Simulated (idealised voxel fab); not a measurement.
The process module that follows is named voxel gate over fins.
For reference, the cross-section in this document is cut, with width 185 nm and square cells of 5 nm.
Cross-sections here: square-cell grids, written as top-down lists of bands, a band being one or more rows of cells.
Heads up on the band format: heights come first, top then bottom, in nm. After that it's the materials left to right, each with its width in nm. A single material flagged "all across" fills the whole band edge to edge, and "empty" means there's empty space there.
Height is counted from the level 0, under which the received wafer is composed throughout of one material. The lowest of the bands is not closed at the bottom but continues downward, in the notation "z 0 and below".
Top row gets the first number, bottom row gets the second, and each row in between changes by the same step: that is how a band width like "30 to 40" works.
Basically "nothing got changed" means that step didn't change any cell in the cross-section.
"Closed internal voids": sealed empty spaces, 8 cells or more, no open way to top, listed width x height at distance, with distance from the left edge and width, height and distance in nm.
Whatever follows a step's settings on its line is a remark the simulator itself makes about that step.
"overlay nm" denotes, for a step that has a mask, the displacement of the mask to the right of its planned place, with negative values corresponding to the left.
**Planned step list for the process**
1. RECEIVE: material Si
2. CONFORMAL_DEP: material SiN, thk nm 5
3. PATTERN: tone cover, mask id FINS, material resist, width nm 15, pitch nm 35, thk nm 20, overlay nm -15
4. DIRECTIONAL_ETCH: etch materials SiN, depth nm 5
5. DIRECTIONAL_ETCH: etch materials Si, depth nm 40
6. STRIP: etch materials resist
7. FILL_DEP: material SiO2, thk nm 10
8. CMP: height nm 5
9. SELECTIVE_ETCH: etch materials SiO2, depth nm 15
10. STRIP: etch materials SiN
11. CONFORMAL_DEP: material HfO2, thk nm 5
12. CONFORMAL_DEP: material TiN, thk nm 5
13. FILL_DEP: material W, thk nm 10
14. CMP: height nm 15
15. CONFORMAL_DEP: material SiCN, thk nm 10
The overlay nm used in step 3 is not the same on every wafer, whereas the starting condition is; the value printed in the plan is the first wafer's.
**Incoming state of the first of several wafers in cross-section: after step 1**
> z 0 and below: Si all across
> Closed internal voids: none
**Table: wafers, a row each; end-of-module cell change per material since receipt, gain (+), loss (-); then closed voids**
overlay nm -15 | +49 HfO2 | -224 Si | +74 SiCN | +168 SiO2 | +49 TiN | +69 W | Closed internal voids: none
overlay nm -10 | +49 HfO2 | -224 Si | +74 SiCN | +168 SiO2 | +49 TiN | +69 W | Closed internal voids: none
overlay nm -5 | +49 HfO2 | -224 Si | +74 SiCN | +168 SiO2 | +49 TiN | +69 W | Closed internal voids: none
overlay nm 0 | +49 HfO2 | -224 Si | +74 SiCN | +168 SiO2 | +49 TiN | +69 W | Closed internal voids: none
overlay nm 5 | +49 HfO2 | -224 Si | +74 SiCN | +168 SiO2 | +49 TiN | +69 W | Closed internal voids: none
overlay nm 10 | +49 HfO2 | -224 Si | +74 SiCN | +168 SiO2 | +49 TiN | +69 W | Closed internal voids: none
overlay nm 15 | +49 HfO2 | -224 Si | +74 SiCN | +168 SiO2 | +49 TiN | +69 W | Closed internal voids: none
